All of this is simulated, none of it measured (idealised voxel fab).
Proc. module: voxel transistor to metal
Cross-sectional view cut (width: 210 nm; square cell size: 5 nm).
A cross-section is written here as square cells arranged in a grid, and it is given in bands from the top down, each band taking up one or more rows of cells. In this notation a band is specified by the heights of its top and bottom, in that order and in nm, after which its materials appear from left to right, each paired with its width in nm. The word "edge to edge" attached to a single material means that material fills the band from edge to edge; the word "blank" stands for empty space. The reference from which all heights are counted is 0, the level beneath which the as-received wafer is entirely one material; the lowest band, having no lower bound, proceeds downward and is written after the example "0 -> down". Width: "30..40" (first number = top row, second number = bottom row, same change from row to row of cells). "everything unchanged" -> step changed no cross-section cell. Look at "Sealed voids" for the closed voids: empty spaces with no open path to the top, sized 8 cells or up. Each is width x height at distance, distance from the left edge, all nm. Anything after a step's settings on that line? It's the simulator's own note about the step. overlay nm: on a step with a mask, how far right of its planned place the mask lay; negative means left.
# Steps planned for the process
1 op RECEIVE | material Si
2 op CONFORMAL_DEP | material SiO2 | thk nm 5
3 op CONFORMAL_DEP | material SiN | thk nm 10
4 op DIRECTIONAL_DEP | material aC | thk nm 10
5 op PATTERN | tone cover | mask id ACTIVE | material resist | width nm 105 | thk nm 25 | overlay nm 0
6 op DIRECTIONAL_ETCH | etch materials aC | depth nm 10
7 op STRIP | etch materials resist
8 op DIRECTIONAL_ETCH | etch materials SiN | depth nm 10
9 op DIRECTIONAL_ETCH | etch materials SiO2 | depth nm 5
10 op DIRECTIONAL_ETCH | etch materials Si | depth nm 30
11 op STRIP | etch materials aC
12 op FILL_DEP | material SiO2 | thk nm 15
13 op CMP | height nm 15
14 op SELECTIVE_ETCH | etch materials SiO2 | depth nm 5
15 op STRIP | etch materials SiN
16 op SELECTIVE_ETCH | etch materials SiO2 | depth nm 5
17 op OXIDIZE | depth nm 5
18 op DIRECTIONAL_DEP | material polySi | thk nm 20
19 op DIRECTIONAL_DEP | material SiCN | thk nm 10
20 op DIRECTIONAL_DEP | material aC | thk nm 10
21 op PATTERN | tone cover | mask id GATE | material resist | width nm 15 | thk nm 30 | overlay nm 0
22 op DIRECTIONAL_ETCH | etch materials aC | depth nm 10
23 op STRIP | etch materials resist
24 op DIRECTIONAL_ETCH | etch materials SiCN | depth nm 20
25 op DIRECTIONAL_ETCH | etch materials polySi | depth nm 30
26 op STRIP | etch materials aC
27 op CONFORMAL_DEP | material SiN | thk nm 5
28 op DIRECTIONAL_ETCH | etch materials SiN | depth nm 5
29 op DIRECTIONAL_ETCH | etch materials SiO2 | depth nm 5
30 op EPI | material pSi | thk nm 5
31 op FILL_DEP | material SiO2 | thk nm 10
32 op CMP | height nm 30
33 op DIRECTIONAL_DEP | material SiO2 | thk nm 15
34 op PATTERN | tone open | mask id CONTACT | material resist | width nm 30 | pitch nm 55 | thk nm 20 | overlay nm 0
35 op DIRECTIONAL_ETCH | etch materials SiO2 | depth nm 45
36 op STRIP | etch materials resist
37 op CONFORMAL_DEP | material TiN | thk nm 5
38 op FILL_DEP | material W | thk nm 5
39 op CMP | height nm 45
40 op DIRECTIONAL_DEP | material TiN | thk nm 5
41 op DIRECTIONAL_DEP | material W | thk nm 25
42 op DIRECTIONAL_DEP | material aC | thk nm 15
43 op PATTERN | tone cover | mask id METAL_1 | material resist | width nm 15 | pitch nm 70 | thk nm 35 | overlay nm 0
44 op DIRECTIONAL_ETCH | etch materials aC | depth nm 15
45 op STRIP | etch materials resist
46 op DIRECTIONAL_ETCH | etch materials W | depth nm 25
47 op DIRECTIONAL_ETCH | etch materials TiN | depth nm 5
48 op STRIP | etch materials aC
49 op FILL_DEP | material SiO2 | thk nm 10
50 op CMP | height nm 75
51 op CONFORMAL_DEP | material SiN | thk nm 5
# Step 1 complete: cross-section of the wafer as received
    0 -> down  Si edge to edge
    Sealed voids: none
# Same starting wafer, same plan as above, one mistake in the execution; this is the cross-section at the end of the module
    80 -> 75  SiN edge to edge
    75 -> 50  SiO2: 60; W: 15; SiO2: 55; W: 15; SiO2: 65
    50 -> 45  SiO2: 60; TiN: 15; SiO2: 55; TiN: 15; SiO2: 65
    45 -> 30  SiO2: 60; TiN: 5; W: 20; TiN: 5; SiO2: 25; TiN: 5; W: 20; TiN: 5; SiO2: 65
    30 -> 20  SiO2: 60; TiN: 5; W: 20; TiN: 5; SiN: 5; polySi: 15; SiN: 5; TiN: 5; W: 20; TiN: 5; SiO2: 65
    20 -> 15  SiO2: 60; TiN: 30; SiO2: 25; TiN: 30; SiO2: 65
    15 -> 5  SiO2: 50; SiN: 105; SiO2: 55
    5 -> 0  SiO2 edge to edge
    0 -> -30  SiO2: 50; Si: 105; SiO2: 55
    -30 -> down  Si edge to edge
    Sealed voids: none
Diagnosis: the plan's step 13 went unexecuted, having been skipped
